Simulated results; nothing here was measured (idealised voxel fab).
The following process module bears the name voxel transistor to metal.
In the cross-section labelled cut, the width is 150 nm and each square cell is 5 nm.
Format of a cross-section: grid, square cells. Given as bands. Order: top down. Band: one or more rows of cells.
Within each band entry, the heights of the top and of the bottom of the band appear first, in that order and in nm; the materials of the band then follow from left to right, each with its corresponding width in nm. The designation "edge to edge" on a single material indicates that it fills the band from edge to edge; the designation "air" indicates empty space.
Beneath 0, the wafer as received is one material, and that level is where height counting begins. The lowest band goes on downward without a bottom; it is written like "0..down".
When a width is written as two numbers, as in "30->40", the first number is the width in the top row of cells of the band and the second is the width in its bottom row, and the width changes by the same amount from each row to the next.
"no change occurred" for a step: no cell of the cross-section changed in that step.
The entry "Voids, enclosed" lists the empty spaces that cover at least 8 cells and have no open path to the top. Each is written as width x height at distance, where the distance is measured from the left edge and all three values are in nm.
On a step's line, text after the settings is the simulator commenting on that step.
"overlay nm", when on a step's line for a step with a mask, measures how far to the right of its planned place the mask lay; a negative measure means to the left.

### Steps in the process plan
1 op RECEIVE | material Si
2 op CONFORMAL_DEP | material SiO2 | thk nm 5
3 op CONFORMAL_DEP | material SiN | thk nm 10
4 op PATTERN | tone cover | mask id ACTIVE | material resist | width nm 115 | thk nm 15 | overlay nm 0
5 op DIRECTIONAL_ETCH | etch materials SiN | depth nm 10
6 op DIRECTIONAL_ETCH | etch materials SiO2 | depth nm 5
7 op DIRECTIONAL_ETCH | etch materials Si | depth nm 20
8 op STRIP | etch materials resist
9 op FILL_DEP | material SiO2 | thk nm 15
10 op CMP | height nm 15
11 op SELECTIVE_ETCH | etch materials SiO2 | depth nm 10
12 op STRIP | etch materials SiN
13 op SELECTIVE_ETCH | etch materials SiO2 | depth nm 5
14 op OXIDIZE | depth nm 5
15 op DIRECTIONAL_DEP | material polySi | thk nm 20
16 op DIRECTIONAL_DEP | material SiCN | thk nm 10
17 op DIRECTIONAL_DEP | material aC | thk nm 10
18 op PATTERN | tone cover | mask id GATE | material resist | width nm 35 | thk nm 30 | overlay nm 0
19 op DIRECTIONAL_ETCH | etch materials aC | depth nm 10
20 op STRIP | etch materials resist
21 op DIRECTIONAL_ETCH | etch materials SiCN | depth nm 20
22 op DIRECTIONAL_ETCH | etch materials polySi | depth nm 30
23 op STRIP | etch materials aC
24 op CONFORMAL_DEP | material SiN | thk nm 5
25 op DIRECTIONAL_ETCH | etch materials SiN | depth nm 5
26 op DIRECTIONAL_ETCH | etch materials SiO2 | depth nm 5
27 op DIRECTIONAL_ETCH | etch materials Si | depth nm 5
28 op EPI | material SiGe | thk nm 10
29 op FILL_DEP | material SiO2 | thk nm 10
30 op CMP | height nm 20
31 op STRIP | etch materials polySi
32 op SELECTIVE_ETCH | etch materials SiO2 | depth nm 5
33 op CONFORMAL_DEP | material HfO2 | thk nm 5
34 op CONFORMAL_DEP | material TiN | thk nm 5
35 op FILL_DEP | material W | thk nm 5
36 op CMP | height nm 15
37 op DIRECTIONAL_DEP | material SiO2 | thk nm 10
38 op PATTERN | tone open | mask id CONTACT | material resist | width nm 15 | pitch nm 90 | thk nm 20 | overlay nm 0
39 op DIRECTIONAL_ETCH | etch materials SiO2 | depth nm 25
40 op STRIP | etch materials resist
41 op CONFORMAL_DEP | material TiN | thk nm 5
42 op FILL_DEP | material W | thk nm 5
43 op CMP | height nm 25
44 op CONFORMAL_DEP | material SiCN | thk nm 5
45 op DIRECTIONAL_DEP | material lowk | thk nm 20
46 op PATTERN | tone open | mask id METAL_1 | material resist | width nm 15 | pitch nm 90 | thk nm 15 | overlay nm 0
47 op DIRECTIONAL_ETCH | etch materials lowk | depth nm 20
48 op DIRECTIONAL_ETCH | etch materials SiCN | depth nm 5
49 op STRIP | etch materials resist
50 op CONFORMAL_DEP | material TiN | thk nm 5
51 op FILL_DEP | material Ru | thk nm 5
52 op CMP | height nm 50
53 op EPI | material Ru | thk nm 5
54 op FILL_DEP | material SiCN | thk nm 5

### So this is the incoming wafer in cross-section - it's already been through step 1
> 0..down: Si edge to edge
> Voids, enclosed: none

### The first of two wafers, cross-sectioned at the end of the module, with the run proceeding as planned
> 60..55: SiCN edge to edge
> 55..50: SiCN 15 nm; Ru 25 nm; SiCN 65 nm; Ru 25 nm; SiCN 20 nm
> 50..30: lowk 20 nm; TiN 5 nm; Ru 5 nm; TiN 5 nm; lowk 75 nm; TiN 5 nm; Ru 5 nm; TiN 5 nm; lowk 25 nm
> 30..25: SiCN 20 nm; TiN 15 nm; SiCN 75 nm; TiN 15 nm; SiCN 25 nm
> 25..15: SiO2 20 nm; TiN 5 nm; W 5 nm; TiN 5 nm; SiO2 75 nm; TiN 5 nm; W 5 nm; TiN 5 nm; SiO2 25 nm
> 15..5: SiO2 20 nm; TiN 5 nm; W 5 nm; TiN 5 nm; SiO2 15 nm; SiN 5 nm; HfO2 5 nm; TiN 5 nm; W 15 nm; TiN 5 nm; HfO2 5 nm; SiN 5 nm; SiO2 15 nm; TiN 5 nm; W 5 nm; TiN 5 nm; SiO2 25 nm
> 5..0: SiO2 20 nm; TiN 15 nm; SiO2 5 nm; SiGe 10 nm; SiN 5 nm; HfO2 5 nm; TiN 25 nm; HfO2 5 nm; SiN 5 nm; SiGe 10 nm; SiO2 5 nm; TiN 15 nm; SiO2 25 nm
> 0..-5: SiO2 10 nm; SiGe 40 nm; HfO2 45 nm; SiGe 40 nm; SiO2 15 nm
> -5..-10: SiO2 15 nm; SiGe 35 nm; Si 45 nm; SiGe 35 nm; SiO2 20 nm
> -10..-20: SiO2 15 nm; Si 115 nm; SiO2 20 nm
> -20..down: Si edge to edge
> Voids, enclosed: none

### Second wafer of the two, sectioned at the end of the module. It began like the first and followed the same plan, but one mistake was made while running it
> 60..55: SiCN edge to edge
> 55..50: SiCN 15 nm; Ru 25 nm; SiCN 65 nm; Ru 25 nm; SiCN 20 nm
> 50..30: lowk 20 nm; TiN 5 nm; Ru 5 nm; TiN 5 nm; lowk 75 nm; TiN 5 nm; Ru 5 nm; TiN 5 nm; lowk 25 nm
> 30..25: SiCN 20 nm; TiN 15 nm; SiCN 75 nm; TiN 15 nm; SiCN 25 nm
> 25..20: SiO2 20 nm; TiN 5 nm; W 5 nm; TiN 5 nm; SiO2 75 nm; TiN 5 nm; W 5 nm; TiN 5 nm; SiO2 25 nm
> 20..15: SiO2 20 nm; TiN 15 nm; SiO2 75 nm; TiN 15 nm; SiO2 25 nm
> 15..5: SiO2 15 nm; SiN 115 nm; SiO2 20 nm
> 5..0: SiO2 edge to edge
> 0..-20: SiO2 15 nm; Si 115 nm; SiO2 20 nm
> -20..down: Si edge to edge
> Voids, enclosed: none
Error vs. plan: skipped: plan step 10 (never run)
Final difference in cells, second wafer against first, listed per material as more or fewer: HfO2: 15 fewer, Si: 37 more, SiGe: 34 fewer, SiN: 40 more, SiO2: 5 more, TiN: 21 fewer, W: 12 fewer
